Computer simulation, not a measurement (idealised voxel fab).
Process module in this document: voxel released beams
Xsec cut, 160 nm wide, square cell size 5 nm.
Cross-section spec: square-cell grid; bands listed top down; each band is one or more rows.
This entry defines a band. It first specifies the height of the band's top and the height of its bottom in nm, and then specifies the band's materials from left to right, stating each material with its width in nm. The word "full width" identifies a single material that fills the band from edge to edge, while the word "air" identifies empty space.
Heads up on the height convention: 0 is the point under which the incoming wafer is all one material, and the lowest band has no bottom, it just keeps going down, like "top 0, no bottom".
With a width like "30 to 40", each row of cells in the band differs from the next by the same amount, the top row carrying the first number and the bottom row the second.
You'll sometimes find "nothing different" written for a step, and that's the way of saying that nowhere in the cross-section did a cell change during that step.
So "Enclosed void list" is basically the list of trapped voids: any empty space of 8 cells or more that can't reach the top through an opening. They're written width x height at distance, the distance being from the left edge, and it's all nm.
On a step's line, text after the settings is the simulator commenting on that step.
On any step carrying a mask, the "overlay nm" setting, if present on the step's line, tells how far right of its planned place the mask lay; negative values point to the left.

**This section lists the process steps that were planned**
step 1: RECEIVE (material Si)
step 2: CONFORMAL_DEP (material Al2O3; thk nm 10)
step 3: DIRECTIONAL_DEP (material SiO2; thk nm 20)
step 4: PATTERN (tone open; mask id ANCHOR; material resist; width nm 30; thk nm 15; overlay nm 0)
step 5: DIRECTIONAL_ETCH (etch materials SiO2; depth nm 20)
step 6: STRIP (etch materials resist)
step 7: CONFORMAL_DEP (material SiN; thk nm 10)
step 8: PATTERN (tone cover; mask id BEAM; material resist; width nm 115; thk nm 20; overlay nm 0)
step 9: DIRECTIONAL_ETCH (etch materials SiN; depth nm 10)
step 10: STRIP (etch materials resist)
step 11: STRIP (etch materials SiO2)

**Concerning the first of two wafers, which was run in accordance with the plan**

**As-received state of the wafer in cross-section, equivalent to post-step 1**
	top 0, no bottom = Si full width
	Enclosed void list: none

**After step 2, in cross-section**
	top 10, bottom 0 = Al2O3 full width
	Below 0, no change.

**After step 3, in cross-section**
	top 30, bottom 10 = SiO2 full width
	Below 10, no change.

**After step 4, in cross-section**
	top 45, bottom 30 = resist: 25 / air: 30 / resist: 105
	Below 30, no change.

**After step 5, in cross-section**
	top 45, bottom 30 = resist: 25 / air: 30 / resist: 105
	top 30, bottom 10 = SiO2: 25 / air: 30 / SiO2: 105
	Below 10, no change.

**After step 6, in cross-section**
	top 30, bottom 10 = SiO2: 25 / air: 30 / SiO2: 105
	Below 10, no change.

**After step 7, in cross-section**
	top 40, bottom 30 = SiN: 35 / air: 10 / SiN: 115
	top 30, bottom 20 = SiO2: 25 / SiN: 10 / air: 10 / SiN: 10 / SiO2: 105
	top 20, bottom 10 = SiO2: 25 / SiN: 30 / SiO2: 105
	Below 10, no change.

**After step 8, in cross-section**
	top 60, bottom 40 = air: 20 / resist: 115 / air: 25
	top 40, bottom 30 = SiN: 35 / resist: 10 / SiN: 115
	top 30, bottom 20 = SiO2: 25 / SiN: 10 / resist: 10 / SiN: 10 / SiO2: 105
	Below 20, no change.

**After step 9, in cross-section**
	top 60, bottom 40 = air: 20 / resist: 115 / air: 25
	top 40, bottom 30 = air: 20 / SiN: 15 / resist: 10 / SiN: 90 / air: 25
	Below 30, no change.

**After step 10, in cross-section**
	top 40, bottom 30 = air: 20 / SiN: 15 / air: 10 / SiN: 90 / air: 25
	top 30, bottom 20 = SiO2: 25 / SiN: 10 / air: 10 / SiN: 10 / SiO2: 105
	Below 20, no change.

**After step 11, in cross-section**
	top 40, bottom 30 = air: 20 / SiN: 15 / air: 10 / SiN: 90 / air: 25
	top 30, bottom 20 = air: 25 / SiN: 10 / air: 10 / SiN: 10 / air: 105
	top 20, bottom 10 = air: 25 / SiN: 30 / air: 105
	Below 10, no change.

**Companion wafer, the second of two: same beginning, same intended sequence, one mistake in carrying it out; through step 3 inclusive it tracks the first exactly**

**Cross-sectional view of the second wafer at the intended end time of process step 4**
	top 45, bottom 30 = air: 25 / resist: 30 / air: 105
	Below 30, no change.

**Cross-sectional view of the second wafer at the intended end time of process step 5**
	top 45, bottom 30 = air: 25 / resist: 30 / air: 105
	top 30, bottom 10 = air: 25 / SiO2: 30 / air: 105
	Below 10, no change.

**Cross-sectional view of the second wafer at the intended end time of process step 6**
	top 30, bottom 10 = air: 25 / SiO2: 30 / air: 105
	Below 10, no change.

**Cross-sectional view of the second wafer at the intended end time of process step 7**
	top 40, bottom 30 = air: 15 / SiN: 50 / air: 95
	top 30, bottom 20 = air: 15 / SiN: 10 / SiO2: 30 / SiN: 10 / air: 95
	top 20, bottom 10 = SiN: 25 / SiO2: 30 / SiN: 105
	Below 10, no change.

**Cross-sectional view of the second wafer at the intended end time of process step 8**
	top 60, bottom 40 = air: 20 / resist: 115 / air: 25
	top 40, bottom 30 = air: 15 / SiN: 50 / resist: 70 / air: 25
	top 30, bottom 20 = air: 15 / SiN: 10 / SiO2: 30 / SiN: 10 / resist: 70 / air: 25
	Below 20, no change.

**Cross-sectional view of the second wafer at the intended end time of process step 9**
	top 60, bottom 40 = air: 20 / resist: 115 / air: 25
	top 40, bottom 30 = air: 20 / SiN: 45 / resist: 70 / air: 25
	top 30, bottom 20 = air: 15 / SiN: 10 / SiO2: 30 / SiN: 10 / resist: 70 / air: 25
	top 20, bottom 10 = air: 15 / SiN: 10 / SiO2: 30 / SiN: 80 / air: 25
	Below 10, no change.

**Cross-sectional view of the second wafer at the intended end time of process step 10**
	top 40, bottom 30 = air: 20 / SiN: 45 / air: 95
	top 30, bottom 20 = air: 15 / SiN: 10 / SiO2: 30 / SiN: 10 / air: 95
	Below 20, no change.

Cross-sectional view of the second wafer at the intended end time of process step 11: nothing different
Misprocessing identified: heads up, step 4 didn't go per plan, it actually ran as PATTERN (tone cover; mask id ANCHOR; material resist; width nm 30; thk nm 15; overlay nm 0)
Final difference in cells, second wafer against first, listed per material as more or fewer: 24 more of SiO2
